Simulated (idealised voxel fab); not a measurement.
This section sets out a process module, namely voxel double patterning.
The cross-section on display is named cut; it measures 255 nm wide, and its cells are 5 nm squares.
In what follows, cross-sections appear as grids of square cells, described through bands that run from the top down, where every band is one or more rows of cells.
A band entry consists of two parts. The first gives the height of the band's top and the height of its bottom, in nm. The rest lists the band's materials from left to right, each with its width in nm. A single material labelled with the word "full width" fills the band from edge to edge, and the word "air" marks empty space.
Where do heights start? At 0: under that level the wafer as delivered is made of one material only. And the lowest band has no floor; it just carries on downward, as in "from 0 down".
Width spec "30..40" -> top row of cells at first value, bottom row at second value, equal per-row change in between.
Basically "no alteration" means that step didn't change any cell in the cross-section.
"Closed void register" specifies each empty space that is not open to the top and that occupies no fewer than 8 cells, using the form width x height at distance, the distance measured from the left edge and all three quantities in nm.
Anything after a step's settings on that line? It's the simulator's own note about the step.
If you see "overlay nm" on a step's line and that step has a mask, it's telling you how far right of where it was planned the mask ended up; a negative number means it went left instead.
So here's the lineup of process steps we planned
1: RECEIVE with material Si
2: CONFORMAL_DEP with material SiO2, thk nm 10
3: DIRECTIONAL_DEP with material W, thk nm 15
4: DIRECTIONAL_DEP with material SiCN, thk nm 5
5: DIRECTIONAL_DEP with material aC, thk nm 15
6: PATTERN with tone open, mask id FIRST, material resist, width nm 15, pitch nm 50, thk nm 30, overlay nm 0
7: DIRECTIONAL_ETCH with etch materials aC, depth nm 15
8: STRIP with etch materials resist
9: DIRECTIONAL_ETCH with etch materials SiCN, depth nm 5
10: STRIP with etch materials aC
11: PATTERN with tone open, mask id SECOND, material resist, width nm 15, pitch nm 50, thk nm 15, overlay nm 0
12: DIRECTIONAL_ETCH with etch materials SiCN, depth nm 5
13: STRIP with etch materials resist
14: DIRECTIONAL_ETCH with etch materials W, depth nm 15
15: STRIP with etch materials SiCN
Wafer at receipt (post step 1), cross-section
	from 0 down: Si full width
	Closed void register: none
Cross-sectional image of the first of two wafers at the end of the module, the run having proceeded as planned
	from 25 to 10: W: 70, then air: 15, then W: 10, then air: 15, then W: 10, then air: 15, then W: 10, then air: 15, then W: 10, then air: 15, then W: 70
	from 10 to 0: SiO2 full width
	from 0 down: Si full width
	Closed void register: none
This cross-section belongs to the second wafer of two at the end of the module; the start and the plan were shared with the first, and the run included one mistake
	from 30 to 15: W: 70, then air: 15, then W: 10, then air: 15, then W: 10, then air: 15, then W: 10, then air: 15, then W: 10, then air: 15, then W: 70
	from 15 to 10: W full width
	from 10 to 0: SiO2 full width
	from 0 down: Si full width
	Closed void register: none
Processing error: step 3, actual vs plan mismatch, actual run DIRECTIONAL_DEP with material W, thk nm 20
The second wafer ends with more or fewer cells of some materials than the first, per final count: +51 W
